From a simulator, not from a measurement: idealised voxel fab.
process module | voxel self aligned contacts
cross-section cut | 180 nm wide | cells 5 nm
A cross-section is a grid of square cells, given in bands from the top down. A band is one or more rows of cells.
Each band's line starts with the height of the band's top and of its bottom, in nm. Then come its materials from left to right, each with its width in nm. One material with "throughout" fills the band from edge to edge. "air" is empty space.
Height 0 is the level under which the wafer as received is all one material. The lowest band goes on downwards, as in "0 down".
A width such as "30 to 40" changes by the same amount from each row of cells to the next, from the band's top row to its bottom row.
"no change" after a step means that no cell of the cross-section changed.
closed voids: empty space of 8 cells or more with no open way to the top, each as width x height at its distance from the left edge, in nm
after a step's settings: what the simulator itself notes on the step
overlay nm, on a step with a mask: how far to the right of its planned place the mask lay; to the left if negative
plan
1 op RECEIVE | material Si
2 op OXIDIZE | depth nm 5
3 op DIRECTIONAL_DEP | material polySi | thk nm 25
4 op DIRECTIONAL_DEP | material SiN | thk nm 15
5 op PATTERN | tone cover | mask id GATE | material resist | width nm 30 | pitch nm 60 | thk nm 20 | overlay nm 0
6 op DIRECTIONAL_ETCH | etch materials SiN | depth nm 15
7 op DIRECTIONAL_ETCH | etch materials polySi | depth nm 25
8 op STRIP | etch materials resist
9 op CONFORMAL_DEP | material SiN | thk nm 5
10 op DIRECTIONAL_ETCH | etch materials SiN | depth nm 5
11 op FILL_DEP | material SiO2 | thk nm 15
12 op CMP | height nm 50
13 op MASKED_ETCH | tone open | mask id CONTACT | width nm 40 | etch materials SiO2 | depth nm 55 | overlay nm 0
14 op CONFORMAL_DEP | material TiN | thk nm 5
15 op FILL_DEP | material W | thk nm 5
16 op CMP | height nm 50
17 op CONFORMAL_DEP | material SiCN | thk nm 5
first wafer, as planned
as received, after step 1
  0 down: Si throughout
  closed voids: none
after step 2
  0 to -5: SiO2 throughout
  below -5: unchanged
after step 3
  25 to 0: polySi throughout
  below 0: unchanged
after step 4
  40 to 25: SiN throughout
  below 25: unchanged
after step 5
  60 to 40: air 45 | resist 30 | air 30 | resist 30 | air 45
  below 40: unchanged
after step 6
  60 to 40: air 45 | resist 30 | air 30 | resist 30 | air 45
  40 to 25: air 45 | SiN 30 | air 30 | SiN 30 | air 45
  below 25: unchanged
after step 7
  60 to 40: air 45 | resist 30 | air 30 | resist 30 | air 45
  40 to 25: air 45 | SiN 30 | air 30 | SiN 30 | air 45
  25 to 0: air 45 | polySi 30 | air 30 | polySi 30 | air 45
  below 0: unchanged
after step 8
  40 to 25: air 45 | SiN 30 | air 30 | SiN 30 | air 45
  below 25: unchanged
after step 9
  45 to 25: air 40 | SiN 40 | air 20 | SiN 40 | air 40
  25 to 5: air 40 | SiN 5 | polySi 30 | SiN 5 | air 20 | SiN 5 | polySi 30 | SiN 5 | air 40
  5 to 0: SiN 45 | polySi 30 | SiN 30 | polySi 30 | SiN 45
  below 0: unchanged
after step 10
  40 to 25: air 40 | SiN 40 | air 20 | SiN 40 | air 40
  25 to 0: air 40 | SiN 5 | polySi 30 | SiN 5 | air 20 | SiN 5 | polySi 30 | SiN 5 | air 40
  below 0: unchanged
after step 11
  55 to 40: SiO2 throughout
  40 to 25: SiO2 40 | SiN 40 | SiO2 20 | SiN 40 | SiO2 40
  25 to 0: SiO2 40 | SiN 5 | polySi 30 | SiN 5 | SiO2 20 | SiN 5 | polySi 30 | SiN 5 | SiO2 40
  below 0: unchanged
after step 12
  50 to 40: SiO2 throughout
  below 40: unchanged
after step 13
  50 to 40: SiO2 70 | air 40 | SiO2 70
  40 to 25: SiO2 40 | SiN 40 | air 20 | SiN 40 | SiO2 40
  25 to 0: SiO2 40 | SiN 5 | polySi 30 | SiN 5 | air 20 | SiN 5 | polySi 30 | SiN 5 | SiO2 40
  0 to -5: SiO2 80 | air 20 | SiO2 80
  below -5: unchanged
after step 14
  55 to 50: TiN 75 | air 30 | TiN 75
  50 to 40: SiO2 70 | TiN 5 to 15 | air 30 to 10 | TiN 5 to 15 | SiO2 70
  40 to 25: SiO2 40 | SiN 40 | TiN 5 | air 10 | TiN 5 | SiN 40 | SiO2 40
  25 to 0: SiO2 40 | SiN 5 | polySi 30 | SiN 5 | TiN 5 | air 10 | TiN 5 | SiN 5 | polySi 30 | SiN 5 | SiO2 40
  0 to -5: SiO2 80 | TiN 20 | SiO2 80
  below -5: unchanged
after step 15
  60 to 55: W throughout
  55 to 50: TiN 75 | W 30 | TiN 75
  50 to 40: SiO2 70 | TiN 5 to 15 | W 30 to 10 | TiN 5 to 15 | SiO2 70
  40 to 25: SiO2 40 | SiN 40 | TiN 5 | W 10 | TiN 5 | SiN 40 | SiO2 40
  25 to 0: SiO2 40 | SiN 5 | polySi 30 | SiN 5 | TiN 5 | W 10 | TiN 5 | SiN 5 | polySi 30 | SiN 5 | SiO2 40
  below 0: unchanged
after step 16
  50 to 40: SiO2 70 | TiN 5 to 15 | W 30 to 10 | TiN 5 to 15 | SiO2 70
  below 40: unchanged
after step 17
  55 to 50: SiCN throughout
  below 50: unchanged
second wafer: like start, like plan, one mistake. Through step 12 it matches the first wafer
when step 13 should have ended
  50 to 40: SiO2 75 | air 40 | SiO2 65
  40 to 25: SiO2 40 | SiN 40 | air 20 | SiN 40 | SiO2 40
  25 to 0: SiO2 40 | SiN 5 | polySi 30 | SiN 5 | air 20 | SiN 5 | polySi 30 | SiN 5 | SiO2 40
  0 to -5: SiO2 80 | air 20 | SiO2 80
  below -5: unchanged
when step 14 should have ended
  55 to 50: TiN 80 | air 30 | TiN 70
  50 to 40: SiO2 75 | TiN 5 to 10 | air 30 to 10 | TiN 5 to 20 | SiO2 65
  40 to 25: SiO2 40 | SiN 40 | TiN 5 | air 10 | TiN 5 | SiN 40 | SiO2 40
  25 to 0: SiO2 40 | SiN 5 | polySi 30 | SiN 5 | TiN 5 | air 10 | TiN 5 | SiN 5 | polySi 30 | SiN 5 | SiO2 40
  0 to -5: SiO2 80 | TiN 20 | SiO2 80
  below -5: unchanged
when step 15 should have ended
  60 to 55: W throughout
  55 to 50: TiN 80 | W 30 | TiN 70
  50 to 40: SiO2 75 | TiN 5 to 10 | W 30 to 10 | TiN 5 to 20 | SiO2 65
  40 to 25: SiO2 40 | SiN 40 | TiN 5 | W 10 | TiN 5 | SiN 40 | SiO2 40
  25 to 0: SiO2 40 | SiN 5 | polySi 30 | SiN 5 | TiN 5 | W 10 | TiN 5 | SiN 5 | polySi 30 | SiN 5 | SiO2 40
  below 0: unchanged
when step 16 should have ended
  50 to 40: SiO2 75 | TiN 5 to 10 | W 30 to 10 | TiN 5 to 20 | SiO2 65
  below 40: unchanged
when step 17 should have ended
  55 to 50: SiCN throughout
  below 50: unchanged
what went wrong: step 13 ran as: op MASKED_ETCH | tone open | mask id CONTACT | width nm 40 | etch materials SiO2 | depth nm 55 | overlay nm 5
at the end the second wafer has, in cells: as many of each material as the first, in other places
